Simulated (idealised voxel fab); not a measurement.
The process module presented herein is designated voxel gate over fins.
In the cross-section labelled cut, the width is 145 nm and each square cell is 5 nm.
Each cross-section below is a grid of square cells, stated as bands in top-down order, with one or more rows of cells making up each band.
Top height, bottom height, nm. Materials left to right, width each, nm. Single material + "all across" = fills band edge to edge. "air" = empty.
Measure heights from 0. That's the level where, below it, the as-received wafer is all one material. The lowest band is bottomless and extends downward; write it as in "0 -> down".
When a width is written as two numbers, as in "30..40", the first number is the width in the top row of cells of the band and the second is the width in its bottom row, and the width changes by the same amount from each row to the next.
For the purposes of this document, the phrase "remained unchanged" attached to a step denotes that no cell within the cross-section was modified by that step.
In "Sealed internal cavities" the enclosed voids are listed, meaning empty spaces of 8 cells or larger without any opening to the top. The form is width x height at distance, distance from the left edge, units nm.
It should be noted that, on the line of a given step, the content following the step's settings is a remark produced by the simulator itself with respect to that step.
A step's line can hold "overlay nm"; with a mask on that step, the setting says how far right of the planned place the mask lay, while a negative setting says it lay to the left.
The following list gives the planned process steps
1,RECEIVE, material Si
2,CONFORMAL_DEP, material SiN, thk nm 10
3,DIRECTIONAL_DEP, material aC, thk nm 10
4,PATTERN, tone cover, mask id FINS, material resist, width nm 15, pitch nm 35, thk nm 30, overlay nm 0
5,DIRECTIONAL_ETCH, etch materials aC, depth nm 10
6,STRIP, etch materials resist
7,DIRECTIONAL_ETCH, etch materials SiN, depth nm 10
8,DIRECTIONAL_ETCH, etch materials Si, depth nm 40
9,STRIP, etch materials aC
10,OXIDIZE, depth nm 5
11,FILL_DEP, material SiO2, thk nm 5
12,CMP, height nm 10
13,SELECTIVE_ETCH, etch materials SiO2, depth nm 25
14,STRIP, etch materials SiN
15,CONFORMAL_DEP, material HfO2, thk nm 5
16,CONFORMAL_DEP, material TiN, thk nm 5
17,CONFORMAL_DEP, material TiAl, thk nm 5
18,CONFORMAL_DEP, material TiN, thk nm 5
19,FILL_DEP, material W, thk nm 15
20,CMP, height nm 30
21,CONFORMAL_DEP, material SiCN, thk nm 5
Wafer, first of two, run as planned
Shown in cross-section is the wafer as received, that is, as it stands after step 1
- 0 -> down | Si all across
- Sealed internal cavities: none
State of the wafer after step 2, shown in cross-section
- 10 -> 0 | SiN all across
- Note: structure below 0 unchanged.
State of the wafer after step 3, shown in cross-section
- 20 -> 10 | aC all across
- Note: structure below 10 unchanged.
State of the wafer after step 4, shown in cross-section
- 50 -> 20 | air (45), resist (15), air (20), resist (15), air (50)
- Note: structure below 20 unchanged.
State of the wafer after step 5, shown in cross-section
- 40 -> 20 | air (45), resist (15), air (20), resist (15), air (50)
- 20 -> 10 | air (45), aC (15), air (20), aC (15), air (50)
- Note: structure below 10 unchanged.
State of the wafer after step 6, shown in cross-section
- 20 -> 10 | air (45), aC (15), air (20), aC (15), air (50)
- Note: structure below 10 unchanged.
State of the wafer after step 7, shown in cross-section
- 20 -> 10 | air (45), aC (15), air (20), aC (15), air (50)
- 10 -> 0 | air (45), SiN (15), air (20), SiN (15), air (50)
- Note: structure below 0 unchanged.
State of the wafer after step 8, shown in cross-section
- 20 -> 10 | air (45), aC (15), air (20), aC (15), air (50)
- 10 -> 0 | air (45), SiN (15), air (20), SiN (15), air (50)
- 0 -> -40 | air (45), Si (15), air (20), Si (15), air (50)
- Note: structure below -40 unchanged.
State of the wafer after step 9, shown in cross-section
- 10 -> 0 | air (45), SiN (15), air (20), SiN (15), air (50)
- Note: structure below 0 unchanged.
State of the wafer after step 10, shown in cross-section
- 10 -> 0 | air (45), SiN (15), air (20), SiN (15), air (50)
- 0 -> -40 | air (45), SiO2 (5), Si (5), SiO2 (5), air (20), SiO2 (5), Si (5), SiO2 (5), air (50)
- -40 -> -45 | SiO2 (50), Si (5), SiO2 (30), Si (5), SiO2 (55)
- Note: structure below -45 unchanged.
State of the wafer after step 11, shown in cross-section
- 15 -> 10 | SiO2 all across
- 10 -> 0 | SiO2 (45), SiN (15), SiO2 (20), SiN (15), SiO2 (50)
- 0 -> -45 | SiO2 (50), Si (5), SiO2 (30), Si (5), SiO2 (55)
- Note: structure below -45 unchanged.
State of the wafer after step 12, shown in cross-section
- 10 -> 0 | SiO2 (45), SiN (15), SiO2 (20), SiN (15), SiO2 (50)
- Note: structure below 0 unchanged.
State of the wafer after step 13, shown in cross-section
- 10 -> 0 | air (45), SiN (15), air (20), SiN (15), air (50)
- 0 -> -15 | air (50), Si (5), air (30), Si (5), air (55)
- Note: structure below -15 unchanged.
State of the wafer after step 14, shown in cross-section
- 0 -> -15 | air (50), Si (5), air (30), Si (5), air (55)
- Note: structure below -15 unchanged.
State of the wafer after step 15, shown in cross-section
- 5 -> 0 | air (45), HfO2 (15), air (20), HfO2 (15), air (50)
- 0 -> -10 | air (45), HfO2 (5), Si (5), HfO2 (5), air (20), HfO2 (5), Si (5), HfO2 (5), air (50)
- -10 -> -15 | HfO2 (50), Si (5), HfO2 (30), Si (5), HfO2 (55)
- Note: structure below -15 unchanged.
State of the wafer after step 16, shown in cross-section
- 10 -> 5 | air (40), TiN (25), air (10), TiN (25), air (45)
- 5 -> 0 | air (40), TiN (5), HfO2 (15), TiN (5), air (10), TiN (5), HfO2 (15), TiN (5), air (45)
- 0 -> -5 | air (40), TiN (5), HfO2 (5), Si (5), HfO2 (5), TiN (5), air (10), TiN (5), HfO2 (5), Si (5), HfO2 (5), TiN (5), air (45)
- -5 -> -10 | TiN (45), HfO2 (5), Si (5), HfO2 (5), TiN (20), HfO2 (5), Si (5), HfO2 (5), TiN (50)
- Note: structure below -10 unchanged.
State of the wafer after step 17, shown in cross-section
- 15 -> 10 | air (35), TiAl (70), air (40)
- 10 -> 5 | air (35), TiAl (5), TiN (25), TiAl (10), TiN (25), TiAl (5), air (40)
- 5 -> 0 | air (35), TiAl (5), TiN (5), HfO2 (15), TiN (5), TiAl (10), TiN (5), HfO2 (15), TiN (5), TiAl (5), air (40)
- 0 -> -5 | TiAl (40), TiN (5), HfO2 (5), Si (5), HfO2 (5), TiN (5), TiAl (10), TiN (5), HfO2 (5), Si (5), HfO2 (5), TiN (5), TiAl (45)
- Note: structure below -5 unchanged.
State of the wafer after step 18, shown in cross-section
- 20 -> 15 | air (30), TiN (80), air (35)
- 15 -> 10 | air (30), TiN (5), TiAl (70), TiN (5), air (35)
- 10 -> 5 | air (30), TiN (5), TiAl (5), TiN (25), TiAl (10), TiN (25), TiAl (5), TiN (5), air (35)
- 5 -> 0 | TiN (35), TiAl (5), TiN (5), HfO2 (15), TiN (5), TiAl (10), TiN (5), HfO2 (15), TiN (5), TiAl (5), TiN (40)
- Note: structure below 0 unchanged.
State of the wafer after step 19, shown in cross-section
- 35 -> 20 | W all across
- 20 -> 15 | W (30), TiN (80), W (35)
- 15 -> 10 | W (30), TiN (5), TiAl (70), TiN (5), W (35)
- 10 -> 5 | W (30), TiN (5), TiAl (5), TiN (25), TiAl (10), TiN (25), TiAl (5), TiN (5), W (35)
- Note: structure below 5 unchanged.
State of the wafer after step 20, shown in cross-section
- 30 -> 20 | W all across
- Note: structure below 20 unchanged.
State of the wafer after step 21, shown in cross-section
- 35 -> 30 | SiCN all across
- Note: structure below 30 unchanged.
The second wafer was prepared from the same starting point and under the same plan as the first; its processing contained one mistake, and it remains indistinguishable from the first wafer up to and including step 3
Second wafer: cross-section at the scheduled end of step 4
- 50 -> 20 | resist (45), air (15), resist (20), air (15), resist (50)
- Note: structure below 20 unchanged.
Second wafer: cross-section at the scheduled end of step 5
- 40 -> 20 | resist (45), air (15), resist (20), air (15), resist (50)
- 20 -> 10 | aC (45), air (15), aC (20), air (15), aC (50)
- Note: structure below 10 unchanged.
Second wafer: cross-section at the scheduled end of step 6
- 20 -> 10 | aC (45), air (15), aC (20), air (15), aC (50)
- Note: structure below 10 unchanged.
Second wafer: cross-section at the scheduled end of step 7
- 20 -> 10 | aC (45), air (15), aC (20), air (15), aC (50)
- 10 -> 0 | SiN (45), air (15), SiN (20), air (15), SiN (50)
- Note: structure below 0 unchanged.
Second wafer: cross-section at the scheduled end of step 8
- 20 -> 10 | aC (45), air (15), aC (20), air (15), aC (50)
- 10 -> 0 | SiN (45), air (15), SiN (20), air (15), SiN (50)
- 0 -> -40 | Si (45), air (15), Si (20), air (15), Si (50)
- Note: structure below -40 unchanged.
Second wafer: cross-section at the scheduled end of step 9
- 10 -> 0 | SiN (45), air (15), SiN (20), air (15), SiN (50)
- Note: structure below 0 unchanged.
Second wafer: cross-section at the scheduled end of step 10
- 10 -> 0 | SiN (45), air (15), SiN (20), air (15), SiN (50)
- 0 -> -40 | Si (40), SiO2 (5), air (15), SiO2 (5), Si (10), SiO2 (5), air (15), SiO2 (5), Si (45)
- -40 -> -45 | Si (40), SiO2 (25), Si (10), SiO2 (25), Si (45)
- Note: structure below -45 unchanged.
Second wafer: cross-section at the scheduled end of step 11
- 15 -> 10 | SiO2 all across
- 10 -> 0 | SiN (45), SiO2 (15), SiN (20), SiO2 (15), SiN (50)
- 0 -> -45 | Si (40), SiO2 (25), Si (10), SiO2 (25), Si (45)
- Note: structure below -45 unchanged.
Second wafer: cross-section at the scheduled end of step 12
- 10 -> 0 | SiN (45), SiO2 (15), SiN (20), SiO2 (15), SiN (50)
- Note: structure below 0 unchanged.
Second wafer: cross-section at the scheduled end of step 13
- 10 -> 0 | SiN (45), air (15), SiN (20), air (15), SiN (50)
- 0 -> -15 | Si (40), air (25), Si (10), air (25), Si (45)
- Note: structure below -15 unchanged.
Second wafer: cross-section at the scheduled end of step 14
- 0 -> -15 | Si (40), air (25), Si (10), air (25), Si (45)
- Note: structure below -15 unchanged.
Second wafer: cross-section at the scheduled end of step 15
- 5 -> 0 | HfO2 (45), air (15), HfO2 (20), air (15), HfO2 (50)
- 0 -> -10 | Si (40), HfO2 (5), air (15), HfO2 (5), Si (10), HfO2 (5), air (15), HfO2 (5), Si (45)
- -10 -> -15 | Si (40), HfO2 (25), Si (10), HfO2 (25), Si (45)
- Note: structure below -15 unchanged.
Second wafer: cross-section at the scheduled end of step 16
- 10 -> 5 | TiN (50), air (5), TiN (30), air (5), TiN (55)
- 5 -> 0 | HfO2 (45), TiN (5), air (5), TiN (5), HfO2 (20), TiN (5), air (5), TiN (5), HfO2 (50)
- 0 -> -5 | Si (40), HfO2 (5), TiN (5), air (5), TiN (5), HfO2 (5), Si (10), HfO2 (5), TiN (5), air (5), TiN (5), HfO2 (5), Si (45)
- -5 -> -10 | Si (40), HfO2 (5), TiN (15), HfO2 (5), Si (10), HfO2 (5), TiN (15), HfO2 (5), Si (45)
- Note: structure below -10 unchanged.
Second wafer: cross-section at the scheduled end of step 17
- 15 -> 10 | TiAl all across
- 10 -> 5 | TiN (50), TiAl (5), TiN (30), TiAl (5), TiN (55)
- 5 -> 0 | HfO2 (45), TiN (5), TiAl (5), TiN (5), HfO2 (20), TiN (5), TiAl (5), TiN (5), HfO2 (50)
- 0 -> -5 | Si (40), HfO2 (5), TiN (5), TiAl (5), TiN (5), HfO2 (5), Si (10), HfO2 (5), TiN (5), TiAl (5), TiN (5), HfO2 (5), Si (45)
- Note: structure below -5 unchanged.
Second wafer: cross-section at the scheduled end of step 18
- 20 -> 15 | TiN all across
- Note: structure below 15 unchanged.
Second wafer: cross-section at the scheduled end of step 19
- 35 -> 20 | W all across
- Note: structure below 20 unchanged.
Second wafer: cross-section at the scheduled end of step 20
- 30 -> 20 | W all across
- Note: structure below 20 unchanged.
Second wafer: cross-section at the scheduled end of step 21
- 35 -> 30 | SiCN all across
- Note: structure below 30 unchanged.
The mistake made against the process plan was this: step 4 off recipe, ran as PATTERN, tone open, mask id FINS, material resist, width nm 15, pitch nm 35, thk nm 30, overlay nm 0
Bottom line after processing is that, in cells, the second wafer is up or down on some materials versus the first: +153 Si; -102 SiO2; -6 TiAl; -6 TiN; -39 W
